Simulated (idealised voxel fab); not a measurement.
process module | voxel ribs on slabs
cross-section cut | 200 nm wide | cells 5 nm
A cross-section is a grid of square cells, given in bands from the top down. A band is one or more rows of cells.
Each band's line starts with the height of the band's top and of its bottom, in nm. Then come its materials from left to right, each with its width in nm. One material with "throughout" fills the band from edge to edge. "air" is empty space.
Height 0 is the level under which the wafer as received is all one material. The lowest band goes on downwards, as in "0 down".
A width such as "30 to 40" changes by the same amount from each row of cells to the next, from the band's top row to its bottom row.
"no change" after a step means that no cell of the cross-section changed.
closed voids: empty space of 8 cells or more with no open way to the top, each as width x height at its distance from the left edge, in nm
after a step's settings: what the simulator itself notes on the step
overlay nm, on a step with a mask: how far to the right of its planned place the mask lay; to the left if negative
plan
1 op RECEIVE | material Si
2 op DIRECTIONAL_DEP | material SiO2 | thk nm 25
3 op DIRECTIONAL_DEP | material SiN | thk nm 25
4 op MASKED_ETCH | tone cover | mask id RIB | width nm 25 | etch materials SiN | depth nm 20 | overlay nm 0
5 op DIRECTIONAL_DEP | material aC | thk nm 15
6 op PATTERN | tone cover | mask id SLAB | material resist | width nm 55 | thk nm 30 | overlay nm 0
7 op DIRECTIONAL_ETCH | etch materials aC | depth nm 15
8 op STRIP | etch materials resist
9 op DIRECTIONAL_ETCH | etch materials SiN | depth nm 5
10 op STRIP | etch materials aC
11 op FILL_DEP | material SiO2 | thk nm 20
12 op CMP | height nm 60
13 op DIRECTIONAL_DEP | material W | thk nm 5
14 op MASKED_ETCH | tone cover | mask id HEATER | width nm 35 | etch materials W | depth nm 5 | overlay nm 0
15 op CONFORMAL_DEP | material SiN | thk nm 10
first wafer, as planned
as received, after step 1
  0 down: Si throughout
  closed voids: none
after step 2
  25 to 0: SiO2 throughout
  below 0: unchanged
after step 3
  50 to 25: SiN throughout
  below 25: unchanged
after step 4
  50 to 30: air 85 | SiN 25 | air 90
  below 30: unchanged
after step 5
  65 to 50: air 85 | aC 25 | air 90
  50 to 45: air 85 | SiN 25 | air 90
  45 to 30: aC 85 | SiN 25 | aC 90
  below 30: unchanged
after step 6
  95 to 65: air 70 | resist 55 | air 75
  65 to 50: air 70 | resist 15 | aC 25 | resist 15 | air 75
  50 to 45: air 70 | resist 15 | SiN 25 | resist 15 | air 75
  below 45: unchanged
after step 7
  80 to 65: air 70 | resist 55 | air 75
  65 to 50: air 70 | resist 15 | aC 25 | resist 15 | air 75
  50 to 45: air 70 | resist 15 | SiN 25 | resist 15 | air 75
  45 to 30: air 70 | aC 15 | SiN 25 | aC 15 | air 75
  below 30: unchanged
after step 8
  65 to 50: air 85 | aC 25 | air 90
  50 to 45: air 85 | SiN 25 | air 90
  below 45: unchanged
after step 9
  65 to 50: air 85 | aC 25 | air 90
  50 to 45: air 85 | SiN 25 | air 90
  45 to 30: air 70 | aC 15 | SiN 25 | aC 15 | air 75
  30 to 25: air 70 | SiN 55 | air 75
  below 25: unchanged
after step 10
  50 to 30: air 85 | SiN 25 | air 90
  below 30: unchanged
after step 11
  70 to 50: SiO2 throughout
  50 to 30: SiO2 85 | SiN 25 | SiO2 90
  30 to 25: SiO2 70 | SiN 55 | SiO2 75
  below 25: unchanged
after step 12
  60 to 50: SiO2 throughout
  below 50: unchanged
after step 13
  65 to 60: W throughout
  below 60: unchanged
after step 14
  65 to 60: air 80 | W 35 | air 85
  below 60: unchanged
after step 15
  75 to 70: air 70 | SiN 55 | air 75
  70 to 65: SiN throughout
  65 to 60: SiN 80 | W 35 | SiN 85
  below 60: unchanged
second wafer: like start, like plan, one mistake. Through step 1 it matches the first wafer
when step 2 should have ended
  25 to 0: SiN throughout
  below 0: unchanged
when step 3 should have ended
  50 to 25: SiO2 throughout
  below 25: unchanged
when step 4 should have ended: no change
when step 5 should have ended
  65 to 50: aC throughout
  below 50: unchanged
when step 6 should have ended
  95 to 65: air 70 | resist 55 | air 75
  below 65: unchanged
when step 7 should have ended
  80 to 65: air 70 | resist 55 | air 75
  65 to 50: air 70 | aC 55 | air 75
  below 50: unchanged
when step 8 should have ended
  65 to 50: air 70 | aC 55 | air 75
  below 50: unchanged
when step 9 should have ended: no change
when step 10 should have ended
  50 to 25: SiO2 throughout
  below 25: unchanged
when step 11 should have ended
  70 to 25: SiO2 throughout
  below 25: unchanged
when step 12 should have ended
  60 to 25: SiO2 throughout
  below 25: unchanged
when step 13 should have ended
  65 to 60: W throughout
  below 60: unchanged
when step 14 should have ended
  65 to 60: air 80 | W 35 | air 85
  below 60: unchanged
when step 15 should have ended
  75 to 70: air 70 | SiN 55 | air 75
  70 to 65: SiN throughout
  65 to 60: SiN 80 | W 35 | SiN 85
  below 60: unchanged
what went wrong: steps 2 and 3 were swapped
at the end the second wafer has, in cells: 169 more of SiN | 169 fewer of SiO2
